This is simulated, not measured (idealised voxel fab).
The document below concerns the process module designated voxel plated lines.
The figure presents cross-section cut, which has a width of 225 nm and is divided into square cells with an edge length of 5 nm.
In this document a cross-section is written as a grid of square cells. It is given as a series of bands, listed from the top down, and a band is one or more rows of cells. The band entry comprises the height of the band's top followed by the height of its bottom, expressed in nm, and subsequently the band's materials from left to right, each stated together with its width in nm. Where a single material is marked with the word "full width", that material fills the band from edge to edge. The word "blank" represents empty space. Basically, 0 is our baseline, since under it the wafer straight out of the box is all one material. The bottom band has no lower end and keeps on going down, so it looks like "from 0 down". Read "30..40" as a graded width: first number on top, second number at the bottom, same change between each pair of neighbouring rows. "nothing changed" -> step changed no cross-section cell. The label "Sealed void inventory" introduces a list of the empty spaces, 8 cells or larger, that have no open way up to the top; each entry in it reads width x height at distance, where the distance is taken from the left edge and all three are stated in nm. Where a step's line continues beyond its settings, the continuation is a remark by the simulator itself on that step. The line of a step may include "overlay nm". On a step with a mask, this value is how far to the right of its planned place the mask lay. A negative value means the mask lay to the left. In what follows, pairs of cross-sections are presented, each taken before and after one process step, with the after cross-section shown only down to the lowest band that was altered; the step, together with its settings, is stated below the pair. The pairs may stem from different runs of this module on the same starting wafer; accordingly, a pair should be taken as continuing from the one above it solely where its entry headed "Pre-step condition" indicates as much.

Pre-step condition:
- from 0 down | Si full width
- Sealed void inventory: none

Post-Step Geometry:
- from 10 to 0 | Al2O3 full width
- No changes below 0.
- Sealed void inventory: none
Before/after cross-sections above; step in between: op CONFORMAL_DEP | material Al2O3 | thk nm 10

Pre-step condition: the pre-step structure is the one depicted after the step in the pair just above.

Post-Step Geometry:
- from 15 to 10 | TiN full width
- No changes below 10.
- Sealed void inventory: none
Before/after cross-sections above; step in between: op DIRECTIONAL_DEP | material TiN | thk nm 5

Pre-step condition: the pre-step structure is the one depicted after the step in the pair just above.

Post-Step Geometry:
- from 55 to 15 | 85 resist | 15 blank | 20 resist | 15 blank | 90 resist
- No changes below 15.
- Sealed void inventory: none
Before/after cross-sections above; step in between: op PATTERN | tone open | mask id LINES | material resist | width nm 15 | pitch nm 35 | thk nm 40 | overlay nm 0

Pre-step condition: the pre-step structure is the one depicted after the step in the pair just above.

Post-Step Geometry:
- from 55 to 25 | 85 resist | 15 blank | 20 resist | 15 blank | 90 resist
- from 25 to 15 | 85 resist | 15 Ru | 20 resist | 15 Ru | 90 resist
- No changes below 15.
- Sealed void inventory: none
Before/after cross-sections above; step in between: op EPI | material Ru | thk nm 10

Pre-step condition: the pre-step structure is the one depicted after the step in the pair just above.

Post-Step Geometry:
- from 55 to 30 | 85 resist | 15 blank | 20 resist | 15 blank | 90 resist
- from 30 to 15 | 85 resist | 15 Ru | 20 resist | 15 Ru | 90 resist
- No changes below 15.
- Sealed void inventory: none
Before/after cross-sections above; step in between: op EPI | material Ru | thk nm 5

Pre-step condition: the pre-step structure is the one depicted after the step in the pair just above.

Post-Step Geometry:
- from 55 to 40 | 85 resist | 15 blank | 20 resist | 15 blank | 90 resist
- from 40 to 15 | 85 resist | 15 Ru | 20 resist | 15 Ru | 90 resist
- No changes below 15.
- Sealed void inventory: none
Before/after cross-sections above; step in between: op EPI | material Ru | thk nm 10

Pre-step condition: the pre-step structure is the one depicted after the step in the pair just above.

Post-Step Geometry:
- from 40 to 15 | 85 blank | 15 Ru | 20 blank | 15 Ru | 90 blank
- No changes below 15.
- Sealed void inventory: none
Before/after cross-sections above; step in between: op STRIP | etch materials resist

Pre-step condition: the pre-step structure is the one depicted after the step in the pair just above.

Post-Step Geometry:
- from 40 to 15 | 85 blank | 15 Ru | 20 blank | 15 Ru | 90 blank
- from 15 to 10 | 85 blank | 15 TiN | 20 blank | 15 TiN | 90 blank
- No changes below 10.
- Sealed void inventory: none
Before/after cross-sections above; step in between: op DIRECTIONAL_ETCH | etch materials TiN | depth nm 5

Pre-step condition: the pre-step structure is the one depicted after the step in the pair just above.

Post-Step Geometry:
- from 45 to 40 | 80 blank | 25 SiN | 10 blank | 25 SiN | 85 blank
- from 40 to 15 | 80 blank | 5 SiN | 15 Ru | 5 SiN | 10 blank | 5 SiN | 15 Ru | 5 SiN | 85 blank
- from 15 to 10 | 85 SiN | 15 TiN | 20 SiN | 15 TiN | 90 SiN
- No changes below 10.
- Sealed void inventory: none
Before/after cross-sections above; step in between: op CONFORMAL_DEP | material SiN | thk nm 5

Pre-step condition:
- from 0 down | Si full width
- Sealed void inventory: none

Post-Step Geometry:
- from 5 to 0 | TiN full width
- No changes below 0.
- Sealed void inventory: none
Before/after cross-sections above; step in between: op DIRECTIONAL_DEP | material TiN | thk nm 5

Pre-step condition: the pre-step structure is the one depicted after the step in the pair just above.

Post-Step Geometry:
- from 15 to 5 | Al2O3 full width
- No changes below 5.
- Sealed void inventory: none
Before/after cross-sections above; step in between: op CONFORMAL_DEP | material Al2O3 | thk nm 10

Pre-step condition: the pre-step structure is the one depicted after the step in the pair just above.

Post-Step Geometry:
- from 55 to 15 | 85 resist | 15 blank | 20 resist | 15 blank | 90 resist
- No changes below 15.
- Sealed void inventory: none
Before/after cross-sections above; step in between: op PATTERN | tone open | mask id LINES | material resist | width nm 15 | pitch nm 35 | thk nm 40 | overlay nm 0

Pre-step condition: the pre-step structure is the one depicted after the step in the pair just above.

Post-Step Geometry:
- from 15 to 5 | Al2O3 full width
- No changes below 5.
- Sealed void inventory: none
Before/after cross-sections above; step in between: op STRIP | etch materials resist

Pre-step condition: the pre-step structure is the one depicted after the step in the pair just above.

Post-Step Geometry:
- from 20 to 15 | SiN full width
- No changes below 15.
- Sealed void inventory: none
Before/after cross-sections above; step in between: op CONFORMAL_DEP | material SiN | thk nm 5

Pre-step condition:
- from 0 down | Si full width
- Sealed void inventory: none

Post-Step Geometry:
- from 15 to 0 | Al2O3 full width
- No changes below 0.
- Sealed void inventory: none
Before/after cross-sections above; step in between: op CONFORMAL_DEP | material Al2O3 | thk nm 15

Pre-step condition: the pre-step structure is the one depicted after the step in the pair just above.

Post-Step Geometry:
- from 20 to 15 | TiN full width
- No changes below 15.
- Sealed void inventory: none
Before/after cross-sections above; step in between: op DIRECTIONAL_DEP | material TiN | thk nm 5

Pre-step condition: the pre-step structure is the one depicted after the step in the pair just above.

Post-Step Geometry:
- from 60 to 20 | 85 resist | 15 blank | 20 resist | 15 blank | 90 resist
- No changes below 20.
- Sealed void inventory: none
Before/after cross-sections above; step in between: op PATTERN | tone open | mask id LINES | material resist | width nm 15 | pitch nm 35 | thk nm 40 | overlay nm 0

Pre-step condition: the pre-step structure is the one depicted after the step in the pair just above.

Post-Step Geometry:
- from 60 to 30 | 85 resist | 15 blank | 20 resist | 15 blank | 90 resist
- from 30 to 20 | 85 resist | 15 Ru | 20 resist | 15 Ru | 90 resist
- No changes below 20.
- Sealed void inventory: none
Before/after cross-sections above; step in between: op EPI | material Ru | thk nm 10

Pre-step condition: the pre-step structure is the one depicted after the step in the pair just above.

Post-Step Geometry:
- from 60 to 35 | 85 resist | 15 blank | 20 resist | 15 blank | 90 resist
- from 35 to 20 | 85 resist | 15 Ru | 20 resist | 15 Ru | 90 resist
- No changes below 20.
- Sealed void inventory: none
Before/after cross-sections above; step in between: op EPI | material Ru | thk nm 5

Pre-step condition: the pre-step structure is the one depicted after the step in the pair just above.

Post-Step Geometry:
- from 60 to 45 | 85 resist | 15 blank | 20 resist | 15 blank | 90 resist
- from 45 to 20 | 85 resist | 15 Ru | 20 resist | 15 Ru | 90 resist
- No changes below 20.
- Sealed void inventory: none
Before/after cross-sections above; step in between: op EPI | material Ru | thk nm 10

Pre-step condition: the pre-step structure is the one depicted after the step in the pair just above.

Post-Step Geometry:
- from 45 to 20 | 85 blank | 15 Ru | 20 blank | 15 Ru | 90 blank
- No changes below 20.
- Sealed void inventory: none
Before/after cross-sections above; step in between: op STRIP | etch materials resist

Pre-step condition: the pre-step structure is the one depicted after the step in the pair just above.

Post-Step Geometry:
- from 45 to 20 | 85 blank | 15 Ru | 20 blank | 15 Ru | 90 blank
- from 20 to 15 | 85 blank | 15 TiN | 20 blank | 15 TiN | 90 blank
- No changes below 15.
- Sealed void inventory: none
Before/after cross-sections above; step in between: op DIRECTIONAL_ETCH | etch materials TiN | depth nm 5

Pre-step condition: the pre-step structure is the one depicted after the step in the pair just above.

Post-Step Geometry:
- from 50 to 45 | 80 blank | 25 SiN | 10 blank | 25 SiN | 85 blank
- from 45 to 20 | 80 blank | 5 SiN | 15 Ru | 5 SiN | 10 blank | 5 SiN | 15 Ru | 5 SiN | 85 blank
- from 20 to 15 | 85 SiN | 15 TiN | 20 SiN | 15 TiN | 90 SiN
- No changes below 15.
- Sealed void inventory: none
Before/after cross-sections above; step in between: op CONFORMAL_DEP | material SiN | thk nm 5

Pre-step condition:
- from 15 to 10 | TiN full width
- from 10 to 0 | Al2O3 full width
- from 0 down | Si full width
- Sealed void inventory: none

Post-Step Geometry:
- from 55 to 15 | 85 resist | 20 blank | 15 resist | 20 blank | 85 resist
- No changes below 15.
- Sealed void inventory: none
Before/after cross-sections above; step in between: op PATTERN | tone open | mask id LINES | material resist | width nm 20 | pitch nm 35 | thk nm 40 | overlay nm 0

Pre-step condition: the pre-step structure is the one depicted after the step in the pair just above.

Post-Step Geometry:
- from 55 to 25 | 85 resist | 20 blank | 15 resist | 20 blank | 85 resist
- from 25 to 15 | 85 resist | 20 Ru | 15 resist | 20 Ru | 85 resist
- No changes below 15.
- Sealed void inventory: none
Before/after cross-sections above; step in between: op EPI | material Ru | thk nm 10

Pre-step condition: the pre-step structure is the one depicted after the step in the pair just above.

Post-Step Geometry:
- from 55 to 30 | 85 resist | 20 blank | 15 resist | 20 blank | 85 resist
- from 30 to 15 | 85 resist | 20 Ru | 15 resist | 20 Ru | 85 resist
- No changes below 15.
- Sealed void inventory: none
Before/after cross-sections above; step in between: op EPI | material Ru | thk nm 5

Pre-step condition: the pre-step structure is the one depicted after the step in the pair just above.

Post-Step Geometry:
- from 55 to 40 | 85 resist | 20 blank | 15 resist | 20 blank | 85 resist
- from 40 to 15 | 85 resist | 20 Ru | 15 resist | 20 Ru | 85 resist
- No changes below 15.
- Sealed void inventory: none
Before/after cross-sections above; step in between: op EPI | material Ru | thk nm 10

Pre-step condition: the pre-step structure is the one depicted after the step in the pair just above.

Post-Step Geometry:
- from 40 to 15 | 85 blank | 20 Ru | 15 blank | 20 Ru | 85 blank
- No changes below 15.
- Sealed void inventory: none
Before/after cross-sections above; step in between: op STRIP | etch materials resist

Pre-step condition: the pre-step structure is the one depicted after the step in the pair just above.

Post-Step Geometry:
- from 40 to 15 | 85 blank | 20 Ru | 15 blank | 20 Ru | 85 blank
- from 15 to 10 | 85 blank | 20 TiN | 15 blank | 20 TiN | 85 blank
- No changes below 10.
- Sealed void inventory: none
Before/after cross-sections above; step in between: op DIRECTIONAL_ETCH | etch materials TiN | depth nm 5

Pre-step condition: the pre-step structure is the one depicted after the step in the pair just above.

Post-Step Geometry:
- from 45 to 40 | 80 blank | 30 SiN | 5 blank | 30 SiN | 80 blank
- from 40 to 15 | 80 blank | 5 SiN | 20 Ru | 5 SiN | 5 blank | 5 SiN | 20 Ru | 5 SiN | 80 blank
- from 15 to 10 | 85 SiN | 20 TiN | 15 SiN | 20 TiN | 85 SiN
- No changes below 10.
- Sealed void inventory: none
Before/after cross-sections above; step in between: op CONFORMAL_DEP | material SiN | thk nm 5

Pre-step condition:
- from 15 to 10 | TiN full width
- from 10 to 0 | Al2O3 full width
- from 0 down | Si full width
- Sealed void inventory: none

Post-Step Geometry:
- from 55 to 15 | 80 resist | 15 blank | 20 resist | 15 blank | 95 resist
- No changes below 15.
- Sealed void inventory: none
Before/after cross-sections above; step in between: op PATTERN | tone open | mask id LINES | material resist | width nm 15 | pitch nm 35 | thk nm 40 | overlay nm -5

Pre-step condition: the pre-step structure is the one depicted after the step in the pair just above.

Post-Step Geometry:
- from 55 to 25 | 80 resist | 15 blank | 20 resist | 15 blank | 95 resist
- from 25 to 15 | 80 resist | 15 Ru | 20 resist | 15 Ru | 95 resist
- No changes below 15.
- Sealed void inventory: none
Before/after cross-sections above; step in between: op EPI | material Ru | thk nm 10

Pre-step condition: the pre-step structure is the one depicted after the step in the pair just above.

Post-Step Geometry:
- from 55 to 30 | 80 resist | 15 blank | 20 resist | 15 blank | 95 resist
- from 30 to 15 | 80 resist | 15 Ru | 20 resist | 15 Ru | 95 resist
- No changes below 15.
- Sealed void inventory: none
Before/after cross-sections above; step in between: op EPI | material Ru | thk nm 5

Pre-step condition: the pre-step structure is the one depicted after the step in the pair just above.

Post-Step Geometry:
- from 55 to 40 | 80 resist | 15 blank | 20 resist | 15 blank | 95 resist
- from 40 to 15 | 80 resist | 15 Ru | 20 resist | 15 Ru | 95 resist
- No changes below 15.
- Sealed void inventory: none
Before/after cross-sections above; step in between: op EPI | material Ru | thk nm 10

Pre-step condition: the pre-step structure is the one depicted after the step in the pair just above.

Post-Step Geometry:
- from 40 to 15 | 80 blank | 15 Ru | 20 blank | 15 Ru | 95 blank
- No changes below 15.
- Sealed void inventory: none
Before/after cross-sections above; step in between: op STRIP | etch materials resist

Pre-step condition: the pre-step structure is the one depicted after the step in the pair just above.

Post-Step Geometry:
- from 40 to 15 | 80 blank | 15 Ru | 20 blank | 15 Ru | 95 blank
- from 15 to 10 | 80 blank | 15 TiN | 20 blank | 15 TiN | 95 blank
- No changes below 10.
- Sealed void inventory: none
Before/after cross-sections above; step in between: op DIRECTIONAL_ETCH | etch materials TiN | depth nm 5

Pre-step condition: the pre-step structure is the one depicted after the step in the pair just above.

Post-Step Geometry:
- from 45 to 40 | 75 blank | 25 SiN | 10 blank | 25 SiN | 90 blank
- from 40 to 15 | 75 blank | 5 SiN | 15 Ru | 5 SiN | 10 blank | 5 SiN | 15 Ru | 5 SiN | 90 blank
- from 15 to 10 | 80 SiN | 15 TiN | 20 SiN | 15 TiN | 95 SiN
- No changes below 10.
- Sealed void inventory: none
Before/after cross-sections above; step in between: op CONFORMAL_DEP | material SiN | thk nm 5

Pre-step condition:
- from 10 to 0 | Al2O3 full width
- from 0 down | Si full width
- Sealed void inventory: none

Post-Step Geometry:
- from 15 to 0 | Al2O3 full width
- No changes below 0.
- Sealed void inventory: none
Before/after cross-sections above; step in between: op DIRECTIONAL_DEP | material Al2O3 | thk nm 5

Pre-step condition: the pre-step structure is the one depicted after the step in the pair just above.

Post-Step Geometry:
- from 55 to 15 | 85 resist | 15 blank | 20 resist | 15 blank | 90 resist
- No changes below 15.
- Sealed void inventory: none
Before/after cross-sections above; step in between: op PATTERN | tone open | mask id LINES | material resist | width nm 15 | pitch nm 35 | thk nm 40 | overlay nm 0

Pre-step condition: the pre-step structure is the one depicted after the step in the pair just above.

Post-Step Geometry:
- from 15 to 0 | Al2O3 full width
- No changes below 0.
- Sealed void inventory: none
Before/after cross-sections above; step in between: op STRIP | etch materials resist

Pre-step condition: the pre-step structure is the one depicted after the step in the pair just above.

Post-Step Geometry:
- from 20 to 15 | SiN full width
- No changes below 15.
- Sealed void inventory: none
Before/after cross-sections above; step in between: op CONFORMAL_DEP | material SiN | thk nm 5

Pre-step condition:
- from 15 to 10 | TiN full width
- from 10 to 0 | Al2O3 full width
- from 0 down | Si full width
- Sealed void inventory: none

Post-Step Geometry:
- from 55 to 15 | 85 blank | 15 resist | 20 blank | 15 resist | 90 blank
- No changes below 15.
- Sealed void inventory: none
Before/after cross-sections above; step in between: op PATTERN | tone cover | mask id LINES | material resist | width nm 15 | pitch nm 35 | thk nm 40 | overlay nm 0

Pre-step condition: the pre-step structure is the one depicted after the step in the pair just above.

Post-Step Geometry:
- from 55 to 25 | 85 blank | 15 resist | 20 blank | 15 resist | 90 blank
- from 25 to 15 | 85 Ru | 15 resist | 20 Ru | 15 resist | 90 Ru
- No changes below 15.
- Sealed void inventory: none
Before/after cross-sections above; step in between: op EPI | material Ru | thk nm 10

Pre-step condition: the pre-step structure is the one depicted after the step in the pair just above.

Post-Step Geometry:
- from 55 to 30 | 85 blank | 15 resist | 20 blank | 15 resist | 90 blank
- from 30 to 15 | 85 Ru | 15 resist | 20 Ru | 15 resist | 90 Ru
- No changes below 15.
- Sealed void inventory: none
Before/after cross-sections above; step in between: op EPI | material Ru | thk nm 5

Pre-step condition: the pre-step structure is the one depicted after the step in the pair just above.

Post-Step Geometry:
- from 55 to 40 | 85 blank | 15 resist | 20 blank | 15 resist | 90 blank
- from 40 to 15 | 85 Ru | 15 resist | 20 Ru | 15 resist | 90 Ru
- No changes below 15.
- Sealed void inventory: none
Before/after cross-sections above; step in between: op EPI | material Ru | thk nm 10

Pre-step condition: the pre-step structure is the one depicted after the step in the pair just above.

Post-Step Geometry:
- from 40 to 15 | 85 Ru | 15 blank | 20 Ru | 15 blank | 90 Ru
- No changes below 15.
- Sealed void inventory: none
Before/after cross-sections above; step in between: op STRIP | etch materials resist

Pre-step condition: the pre-step structure is the one depicted after the step in the pair just above.

Post-Step Geometry:
- from 40 to 15 | 85 Ru | 15 blank | 20 Ru | 15 blank | 90 Ru
- from 15 to 10 | 85 TiN | 15 blank | 20 TiN | 15 blank | 90 TiN
- No changes below 10.
- Sealed void inventory: none
Before/after cross-sections above; step in between: op DIRECTIONAL_ETCH | etch materials TiN | depth nm 5

Pre-step condition: the pre-step structure is the one depicted after the step in the pair just above.

Post-Step Geometry:
- from 45 to 40 | 90 SiN | 5 blank | 30 SiN | 5 blank | 95 SiN
- from 40 to 15 | 85 Ru | 5 SiN | 5 blank | 5 SiN | 20 Ru | 5 SiN | 5 blank | 5 SiN | 90 Ru
- from 15 to 10 | 85 TiN | 15 SiN | 20 TiN | 15 SiN | 90 TiN
- No changes below 10.
- Sealed void inventory: none
Before/after cross-sections above; step in between: op CONFORMAL_DEP | material SiN | thk nm 5
